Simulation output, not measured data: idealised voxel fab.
You're looking at the process module voxel capacitor over wiring.
Xsec cut, 160 nm wide, square cell size 5 nm.
Think of the cross-section as a grid of square cells. We describe it in bands, top to bottom, and each band covers one or more rows of those cells. A band entry consists of two parts. The first gives the height of the band's top and the height of its bottom, in nm. The rest lists the band's materials from left to right, each with its width in nm. A single material labelled with the word "edge to edge" fills the band from edge to edge, and the word "empty" marks empty space. We count height from 0. Below that, the starting wafer is all one material. The lowest band never ends at the bottom but goes on down; see "0..down" for how that is written. The width entry "30->40" should be interpreted row by row: the top row of cells in the band takes the first number, the bottom row takes the second number, and the change between adjacent rows is uniform throughout. For the purposes of this document, the phrase "nothing got changed" attached to a step denotes that no cell within the cross-section was modified by that step. "Sealed void listing" contains a list of empty spaces, each no smaller than 8 cells and without an open way to the top, written in the form width x height at distance with the distance from the left edge and all three in nm. That trailing text on a step's line, after the settings, is the simulator's own remark on the step. overlay nm: right-of-plan distance of the mask on a masked step; negative values mean left-of-plan.

THE PROCESS STEPS THAT WERE PLANNED ARE LISTED BELOW
1 RECEIVE, material Si
2 CONFORMAL_DEP, material SiO2, thk nm 10
3 CONFORMAL_DEP, material SiCN, thk nm 5
4 DIRECTIONAL_DEP, material lowk, thk nm 15
5 PATTERN, tone open, mask id METAL_1, material resist, width nm 20, pitch nm 85, thk nm 20, overlay nm 0
6 DIRECTIONAL_ETCH, etch materials lowk, depth nm 15
7 DIRECTIONAL_ETCH, etch materials SiCN, depth nm 5
8 STRIP, etch materials resist
9 CONFORMAL_DEP, material TiN, thk nm 5
10 FILL_DEP, material Cu, thk nm 5
11 CMP, height nm 30
12 EPI, material Ru, thk nm 5
13 FILL_DEP, material SiCN, thk nm 5
14 DIRECTIONAL_DEP, material lowk, thk nm 10
15 PATTERN, tone open, mask id PLUG_1, material resist, width nm 15, thk nm 15, overlay nm 0
16 DIRECTIONAL_ETCH, etch materials lowk, depth nm 10
17 DIRECTIONAL_ETCH, etch materials SiCN, depth nm 5
18 STRIP, etch materials resist
19 EPI, material Ru, thk nm 10
20 EPI, material Ru, thk nm 5
21 DIRECTIONAL_DEP, material TiN, thk nm 10
22 DIRECTIONAL_DEP, material SiN, thk nm 5
23 DIRECTIONAL_DEP, material TiN, thk nm 5
24 MASKED_ETCH, tone cover, mask id UPPER_PLATE, width nm 70, etch materials TiN, depth nm 5, overlay nm 0
25 MASKED_ETCH, tone cover, mask id UPPER_PLATE, width nm 70, etch materials SiN, depth nm 5, overlay nm 0
26 PATTERN, tone cover, mask id LOWER_PLATE, material resist, width nm 80, thk nm 15, overlay nm 0
27 DIRECTIONAL_ETCH, etch materials TiN, depth nm 10
28 STRIP, etch materials resist
29 FILL_DEP, material SiO2, thk nm 15
30 CMP, height nm 80
31 MASKED_ETCH, tone open, mask id PLUG_2, width nm 15, etch materials SiO2, depth nm 10, overlay nm 0
32 CONFORMAL_DEP, material TiN, thk nm 5
33 FILL_DEP, material W, thk nm 10
34 CMP, height nm 80
35 CONFORMAL_DEP, material SiN, thk nm 5
Across this set of wafers, the varied parameter is the width nm of step 31. Starting conditions are identical for every wafer, and the plan reports the value assigned to the first wafer.

THE FIRST OF SEVERAL WAFERS, AS RECEIVED AFTER STEP 1, SEEN IN SECTION
	0..down | Si edge to edge
	Sealed void listing: none

PER WAFER (ROW), END OF MODULE: DELTA IN CELLS PER MATERIAL SINCE RECEIPT, (+) FOR GAINED, (-) FOR LOST; CLOSED VOIDS AFTER THAT
width nm 15, +12 Cu, +21 Ru, +73 SiCN, +46 SiN, +190 SiO2, +71 TiN, +1 W, +130 lowk, Sealed void listing: none
width nm 20, +12 Cu, +21 Ru, +73 SiCN, +46 SiN, +188 SiO2, +72 TiN, +2 W, +130 lowk, Sealed void listing: none
width nm 25, +12 Cu, +21 Ru, +73 SiCN, +46 SiN, +186 SiO2, +73 TiN, +3 W, +130 lowk, Sealed void listing: none
width nm 30, +12 Cu, +21 Ru, +73 SiCN, +46 SiN, +184 SiO2, +74 TiN, +4 W, +130 lowk, Sealed void listing: none
